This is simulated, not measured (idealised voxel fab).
process module | voxel capacitor over wiring
The width of the displayed cross-section, cut, is 150 nm; its cells are square, with a size of 5 nm.
Cross-section = grid of square cells, listed top down in bands; band = one or more rows. For a band, the entry starts with two heights in nm, that of the top and then that of the bottom, and carries on with the band's materials in order from left to right, each alongside its width in nm; the word "full width" beside a single material means it fills the band edge to edge, and "air" means empty space. Heights are reckoned from 0. Under this level, the received wafer is all of one material. The bottommost band is open-ended downward, for example "0 -> down". The expression "30->40" gives the width at the extremes of the band, the first number at its top row of cells and the second at its bottom row, with the width changing by equal amounts from each row to the next in between. "no alteration" -> step changed no cross-section cell. Entry "Enclosed cavities". Content: empty spaces with no open connection to the top, size 8 cells or greater. Each: width x height at distance. Distance: from left edge. Unit: nm. Post-settings text on a step line: simulator's own remark regarding the step. For masked steps, "overlay nm" on the step line gives how far right of plan the mask actually lay; a minus sign means it lay to the left.

Plan:
- 1: RECEIVE,material Si
- 2: CONFORMAL_DEP,material SiO2,thk nm 15
- 3: CONFORMAL_DEP,material SiN,thk nm 5
- 4: DIRECTIONAL_DEP,material lowk,thk nm 20
- 5: PATTERN,tone open,mask id METAL_1,material resist,width nm 25,pitch nm 90,thk nm 20,overlay nm 0
- 6: DIRECTIONAL_ETCH,etch materials lowk,depth nm 20
- 7: DIRECTIONAL_ETCH,etch materials SiN,depth nm 5
- 8: STRIP,etch materials resist
- 9: CONFORMAL_DEP,material TiN,thk nm 5
- 10: FILL_DEP,material W,thk nm 5
- 11: CMP,height nm 40
- 12: CONFORMAL_DEP,material SiCN,thk nm 5
- 13: DIRECTIONAL_DEP,material lowk,thk nm 20
- 14: DIRECTIONAL_DEP,material aC,thk nm 15
- 15: PATTERN,tone open,mask id PLUG_1,material resist,width nm 15,thk nm 35,overlay nm 0
- 16: DIRECTIONAL_ETCH,etch materials aC,depth nm 15
- 17: STRIP,etch materials resist
- 18: DIRECTIONAL_ETCH,etch materials lowk,depth nm 20
- 19: DIRECTIONAL_ETCH,etch materials SiCN,depth nm 5
- 20: STRIP,etch materials aC
- 21: EPI,material Ru,thk nm 10
- 22: EPI,material Ru,thk nm 10
- 23: EPI,material Ru,thk nm 5
- 24: DIRECTIONAL_DEP,material TiN,thk nm 10
- 25: DIRECTIONAL_DEP,material Al2O3,thk nm 5
- 26: DIRECTIONAL_DEP,material TiN,thk nm 5
- 27: PATTERN,tone cover,mask id UPPER_PLATE,material resist,width nm 70,thk nm 20,overlay nm 0
- 28: DIRECTIONAL_ETCH,etch materials TiN,depth nm 5
- 29: DIRECTIONAL_ETCH,etch materials Al2O3,depth nm 5
- 30: STRIP,etch materials resist
- 31: DIRECTIONAL_DEP,material aC,thk nm 10
- 32: PATTERN,tone cover,mask id LOWER_PLATE,material resist,width nm 80,thk nm 25,overlay nm 0
- 33: DIRECTIONAL_ETCH,etch materials aC,depth nm 10
- 34: STRIP,etch materials resist
- 35: DIRECTIONAL_ETCH,etch materials TiN,depth nm 10
- 36: STRIP,etch materials aC
- 37: FILL_DEP,material SiO2,thk nm 20
- 38: CMP,height nm 100
- 39: DIRECTIONAL_DEP,material aC,thk nm 15
- 40: PATTERN,tone open,mask id PLUG_2,material resist,width nm 15,thk nm 30,overlay nm 0
- 41: DIRECTIONAL_ETCH,etch materials aC,depth nm 15
- 42: STRIP,etch materials resist
- 43: DIRECTIONAL_ETCH,etch materials SiO2,depth nm 15
- 44: STRIP,etch materials aC
- 45: CONFORMAL_DEP,material TiN,thk nm 5
- 46: FILL_DEP,material Cu,thk nm 10
- 47: CMP,height nm 100
- 48: CONFORMAL_DEP,material SiCN,thk nm 5

First of two wafers, processed according to plan:

As received, after step 1:
    0 -> down: Si full width
    Enclosed cavities: none

You're looking at a cross-section of the wafer after step 2:
    15 -> 0: SiO2 full width
    Unchanged below 0.

You're looking at a cross-section of the wafer after step 3:
    20 -> 15: SiN full width
    Unchanged below 15.

You're looking at a cross-section of the wafer after step 4:
    40 -> 20: lowk full width
    Unchanged below 20.

You're looking at a cross-section of the wafer after step 5:
    60 -> 40: 15 resist; 25 air; 65 resist; 25 air; 20 resist
    Unchanged below 40.

You're looking at a cross-section of the wafer after step 6:
    60 -> 40: 15 resist; 25 air; 65 resist; 25 air; 20 resist
    40 -> 20: 15 lowk; 25 air; 65 lowk; 25 air; 20 lowk
    Unchanged below 20.

You're looking at a cross-section of the wafer after step 7:
    60 -> 40: 15 resist; 25 air; 65 resist; 25 air; 20 resist
    40 -> 20: 15 lowk; 25 air; 65 lowk; 25 air; 20 lowk
    20 -> 15: 15 SiN; 25 air; 65 SiN; 25 air; 20 SiN
    Unchanged below 15.

You're looking at a cross-section of the wafer after step 8:
    40 -> 20: 15 lowk; 25 air; 65 lowk; 25 air; 20 lowk
    Unchanged below 20.

You're looking at a cross-section of the wafer after step 9:
    45 -> 40: 20 TiN; 15 air; 75 TiN; 15 air; 25 TiN
    40 -> 20: 15 lowk; 5 TiN; 15 air; 5 TiN; 65 lowk; 5 TiN; 15 air; 5 TiN; 20 lowk
    20 -> 15: 15 SiN; 25 TiN; 65 SiN; 25 TiN; 20 SiN
    Unchanged below 15.

You're looking at a cross-section of the wafer after step 10:
    50 -> 45: W full width
    45 -> 40: 20 TiN; 15 W; 75 TiN; 15 W; 25 TiN
    40 -> 20: 15 lowk; 5 TiN; 15 W; 5 TiN; 65 lowk; 5 TiN; 15 W; 5 TiN; 20 lowk
    Unchanged below 20.

You're looking at a cross-section of the wafer after step 11:
    40 -> 20: 15 lowk; 5 TiN; 15 W; 5 TiN; 65 lowk; 5 TiN; 15 W; 5 TiN; 20 lowk
    Unchanged below 20.

You're looking at a cross-section of the wafer after step 12:
    45 -> 40: SiCN full width
    Unchanged below 40.

You're looking at a cross-section of the wafer after step 13:
    65 -> 45: lowk full width
    Unchanged below 45.

You're looking at a cross-section of the wafer after step 14:
    80 -> 65: aC full width
    Unchanged below 65.

You're looking at a cross-section of the wafer after step 15:
    115 -> 80: 25 resist; 15 air; 110 resist
    Unchanged below 80.

You're looking at a cross-section of the wafer after step 16:
    100 -> 80: 25 resist; 15 air; 110 resist
    80 -> 65: 25 aC; 15 air; 110 aC
    Unchanged below 65.

You're looking at a cross-section of the wafer after step 17:
    80 -> 65: 25 aC; 15 air; 110 aC
    Unchanged below 65.

You're looking at a cross-section of the wafer after step 18:
    80 -> 65: 25 aC; 15 air; 110 aC
    65 -> 45: 25 lowk; 15 air; 110 lowk
    Unchanged below 45.

You're looking at a cross-section of the wafer after step 19:
    80 -> 65: 25 aC; 15 air; 110 aC
    65 -> 45: 25 lowk; 15 air; 110 lowk
    45 -> 40: 25 SiCN; 15 air; 110 SiCN
    Unchanged below 40.

You're looking at a cross-section of the wafer after step 20:
    65 -> 45: 25 lowk; 15 air; 110 lowk
    Unchanged below 45.

You're looking at a cross-section of the wafer after step 21:
    65 -> 50: 25 lowk; 15 air; 110 lowk
    50 -> 45: 25 lowk; 15 Ru; 110 lowk
    45 -> 40: 25 SiCN; 15 Ru; 110 SiCN
    Unchanged below 40.

You're looking at a cross-section of the wafer after step 22:
    65 -> 60: 25 lowk; 15 air; 110 lowk
    60 -> 45: 25 lowk; 15 Ru; 110 lowk
    Unchanged below 45.

You're looking at a cross-section of the wafer after step 23:
    65 -> 45: 25 lowk; 15 Ru; 110 lowk
    Unchanged below 45.

You're looking at a cross-section of the wafer after step 24:
    75 -> 65: TiN full width
    Unchanged below 65.

You're looking at a cross-section of the wafer after step 25:
    80 -> 75: Al2O3 full width
    Unchanged below 75.

You're looking at a cross-section of the wafer after step 26:
    85 -> 80: TiN full width
    Unchanged below 80.

You're looking at a cross-section of the wafer after step 27:
    105 -> 85: 25 air; 70 resist; 55 air
    Unchanged below 85.

You're looking at a cross-section of the wafer after step 28:
    105 -> 85: 25 air; 70 resist; 55 air
    85 -> 80: 25 air; 70 TiN; 55 air
    Unchanged below 80.

You're looking at a cross-section of the wafer after step 29:
    105 -> 85: 25 air; 70 resist; 55 air
    85 -> 80: 25 air; 70 TiN; 55 air
    80 -> 75: 25 air; 70 Al2O3; 55 air
    Unchanged below 75.

You're looking at a cross-section of the wafer after step 30:
    85 -> 80: 25 air; 70 TiN; 55 air
    Unchanged below 80.

You're looking at a cross-section of the wafer after step 31:
    95 -> 85: 25 air; 70 aC; 55 air
    85 -> 80: 25 aC; 70 TiN; 55 aC
    80 -> 75: 25 aC; 70 Al2O3; 55 aC
    Unchanged below 75.

You're looking at a cross-section of the wafer after step 32:
    120 -> 95: 20 air; 80 resist; 50 air
    95 -> 85: 20 air; 5 resist; 70 aC; 5 resist; 50 air
    Unchanged below 85.

You're looking at a cross-section of the wafer after step 33:
    110 -> 95: 20 air; 80 resist; 50 air
    95 -> 85: 20 air; 5 resist; 70 aC; 5 resist; 50 air
    85 -> 80: 20 air; 5 aC; 70 TiN; 5 aC; 50 air
    80 -> 75: 20 air; 5 aC; 70 Al2O3; 5 aC; 50 air
    Unchanged below 75.

You're looking at a cross-section of the wafer after step 34:
    95 -> 85: 25 air; 70 aC; 55 air
    Unchanged below 85.

You're looking at a cross-section of the wafer after step 35:
    95 -> 85: 25 air; 70 aC; 55 air
    85 -> 80: 20 air; 5 aC; 70 TiN; 5 aC; 50 air
    80 -> 75: 20 air; 5 aC; 70 Al2O3; 5 aC; 50 air
    75 -> 65: 20 air; 80 TiN; 50 air
    Unchanged below 65.

You're looking at a cross-section of the wafer after step 36:
    85 -> 80: 25 air; 70 TiN; 55 air
    80 -> 75: 25 air; 70 Al2O3; 55 air
    Unchanged below 75.

You're looking at a cross-section of the wafer after step 37:
    105 -> 85: SiO2 full width
    85 -> 80: 25 SiO2; 70 TiN; 55 SiO2
    80 -> 75: 25 SiO2; 70 Al2O3; 55 SiO2
    75 -> 65: 20 SiO2; 80 TiN; 50 SiO2
    Unchanged below 65.

You're looking at a cross-section of the wafer after step 38:
    100 -> 85: SiO2 full width
    Unchanged below 85.

You're looking at a cross-section of the wafer after step 39:
    115 -> 100: aC full width
    Unchanged below 100.

You're looking at a cross-section of the wafer after step 40:
    145 -> 115: 35 resist; 15 air; 100 resist
    Unchanged below 115.

You're looking at a cross-section of the wafer after step 41:
    130 -> 115: 35 resist; 15 air; 100 resist
    115 -> 100: 35 aC; 15 air; 100 aC
    Unchanged below 100.

You're looking at a cross-section of the wafer after step 42:
    115 -> 100: 35 aC; 15 air; 100 aC
    Unchanged below 100.

You're looking at a cross-section of the wafer after step 43:
    115 -> 100: 35 aC; 15 air; 100 aC
    100 -> 85: 35 SiO2; 15 air; 100 SiO2
    Unchanged below 85.

You're looking at a cross-section of the wafer after step 44:
    100 -> 85: 35 SiO2; 15 air; 100 SiO2
    Unchanged below 85.

You're looking at a cross-section of the wafer after step 45:
    105 -> 100: 40 TiN; 5 air; 105 TiN
    100 -> 90: 35 SiO2; 5 TiN; 5 air; 5 TiN; 100 SiO2
    90 -> 80: 35->25 SiO2; 15->70 TiN; 100->55 SiO2
    Unchanged below 80.

You're looking at a cross-section of the wafer after step 46:
    115 -> 105: Cu full width
    105 -> 100: 40 TiN; 5 Cu; 105 TiN
    100 -> 90: 35 SiO2; 5 TiN; 5 Cu; 5 TiN; 100 SiO2
    Unchanged below 90.

You're looking at a cross-section of the wafer after step 47:
    100 -> 90: 35 SiO2; 5 TiN; 5 Cu; 5 TiN; 100 SiO2
    Unchanged below 90.

You're looking at a cross-section of the wafer after step 48:
    105 -> 100: SiCN full width
    Unchanged below 100.

The Second Wafer: Common Origin and Plan, One Mistake in Execution, Identical to the First Through Step 13:

Cross-sectional view of the second wafer at the intended end time of process step 14:
    80 -> 65: SiO2 full width
    Unchanged below 65.

Cross-sectional view of the second wafer at the intended end time of process step 15:
    115 -> 80: 25 resist; 15 air; 110 resist
    Unchanged below 80.

Cross-sectional view of the second wafer at the intended end time of process step 16:
    100 -> 80: 25 resist; 15 air; 110 resist
    Unchanged below 80.

Cross-sectional view of the second wafer at the intended end time of process step 17:
    80 -> 65: SiO2 full width
    Unchanged below 65.

Cross-sectional view of the second wafer at the intended end time of process step 18: no alteration

Cross-sectional view of the second wafer at the intended end time of process step 19: no alteration

Cross-sectional view of the second wafer at the intended end time of process step 20: no alteration

Cross-sectional view of the second wafer at the intended end time of process step 21: no alteration

Cross-sectional view of the second wafer at the intended end time of process step 22: no alteration

Cross-sectional view of the second wafer at the intended end time of process step 23: no alteration

Cross-sectional view of the second wafer at the intended end time of process step 24:
    90 -> 80: TiN full width
    Unchanged below 80.

Cross-sectional view of the second wafer at the intended end time of process step 25:
    95 -> 90: Al2O3 full width
    Unchanged below 90.

Cross-sectional view of the second wafer at the intended end time of process step 26:
    100 -> 95: TiN full width
    Unchanged below 95.

Cross-sectional view of the second wafer at the intended end time of process step 27:
    120 -> 100: 25 air; 70 resist; 55 air
    Unchanged below 100.

Cross-sectional view of the second wafer at the intended end time of process step 28:
    120 -> 100: 25 air; 70 resist; 55 air
    100 -> 95: 25 air; 70 TiN; 55 air
    Unchanged below 95.

Cross-sectional view of the second wafer at the intended end time of process step 29:
    120 -> 100: 25 air; 70 resist; 55 air
    100 -> 95: 25 air; 70 TiN; 55 air
    95 -> 90: 25 air; 70 Al2O3; 55 air
    Unchanged below 90.

Cross-sectional view of the second wafer at the intended end time of process step 30:
    100 -> 95: 25 air; 70 TiN; 55 air
    Unchanged below 95.

Cross-sectional view of the second wafer at the intended end time of process step 31:
    110 -> 100: 25 air; 70 aC; 55 air
    100 -> 95: 25 aC; 70 TiN; 55 aC
    95 -> 90: 25 aC; 70 Al2O3; 55 aC
    Unchanged below 90.

Cross-sectional view of the second wafer at the intended end time of process step 32:
    135 -> 110: 20 air; 80 resist; 50 air
    110 -> 100: 20 air; 5 resist; 70 aC; 5 resist; 50 air
    Unchanged below 100.

Cross-sectional view of the second wafer at the intended end time of process step 33:
    125 -> 110: 20 air; 80 resist; 50 air
    110 -> 100: 20 air; 5 resist; 70 aC; 5 resist; 50 air
    100 -> 95: 20 air; 5 aC; 70 TiN; 5 aC; 50 air
    95 -> 90: 20 air; 5 aC; 70 Al2O3; 5 aC; 50 air
    Unchanged below 90.

Cross-sectional view of the second wafer at the intended end time of process step 34:
    110 -> 100: 25 air; 70 aC; 55 air
    Unchanged below 100.

Cross-sectional view of the second wafer at the intended end time of process step 35:
    110 -> 100: 25 air; 70 aC; 55 air
    100 -> 95: 20 air; 5 aC; 70 TiN; 5 aC; 50 air
    95 -> 90: 20 air; 5 aC; 70 Al2O3; 5 aC; 50 air
    90 -> 80: 20 air; 80 TiN; 50 air
    Unchanged below 80.

Cross-sectional view of the second wafer at the intended end time of process step 36:
    100 -> 95: 25 air; 70 TiN; 55 air
    95 -> 90: 25 air; 70 Al2O3; 55 air
    Unchanged below 90.

Cross-sectional view of the second wafer at the intended end time of process step 37:
    120 -> 100: SiO2 full width
    100 -> 95: 25 SiO2; 70 TiN; 55 SiO2
    95 -> 90: 25 SiO2; 70 Al2O3; 55 SiO2
    90 -> 80: 20 SiO2; 80 TiN; 50 SiO2
    Unchanged below 80.

Cross-sectional view of the second wafer at the intended end time of process step 38:
    100 -> 95: 25 SiO2; 70 TiN; 55 SiO2
    Unchanged below 95.

Cross-sectional view of the second wafer at the intended end time of process step 39:
    115 -> 100: aC full width
    Unchanged below 100.

Cross-sectional view of the second wafer at the intended end time of process step 40:
    145 -> 115: 35 resist; 15 air; 100 resist
    Unchanged below 115.

Cross-sectional view of the second wafer at the intended end time of process step 41:
    130 -> 115: 35 resist; 15 air; 100 resist
    115 -> 100: 35 aC; 15 air; 100 aC
    Unchanged below 100.

Cross-sectional view of the second wafer at the intended end time of process step 42:
    115 -> 100: 35 aC; 15 air; 100 aC
    Unchanged below 100.

Cross-sectional view of the second wafer at the intended end time of process step 43: no alteration

Cross-sectional view of the second wafer at the intended end time of process step 44:
    100 -> 95: 25 SiO2; 70 TiN; 55 SiO2
    Unchanged below 95.

Cross-sectional view of the second wafer at the intended end time of process step 45:
    105 -> 100: TiN full width
    Unchanged below 100.

Cross-sectional view of the second wafer at the intended end time of process step 46:
    115 -> 105: Cu full width
    Unchanged below 105.

Cross-sectional view of the second wafer at the intended end time of process step 47:
    100 -> 95: 25 SiO2; 70 TiN; 55 SiO2
    Unchanged below 95.

Cross-sectional view of the second wafer at the intended end time of process step 48:
    105 -> 100: SiCN full width
    Unchanged below 100.
Diagnosis: planned and actual differ for step 14; actual: DIRECTIONAL_DEP,material SiO2,thk nm 15
Bottom line after processing is that, in cells, the second wafer is up or down on some materials versus the first: Cu: 2 fewer, Ru: 15 fewer, SiCN: 3 more, SiO2: 9 more, TiN: 7 fewer, lowk: 12 more
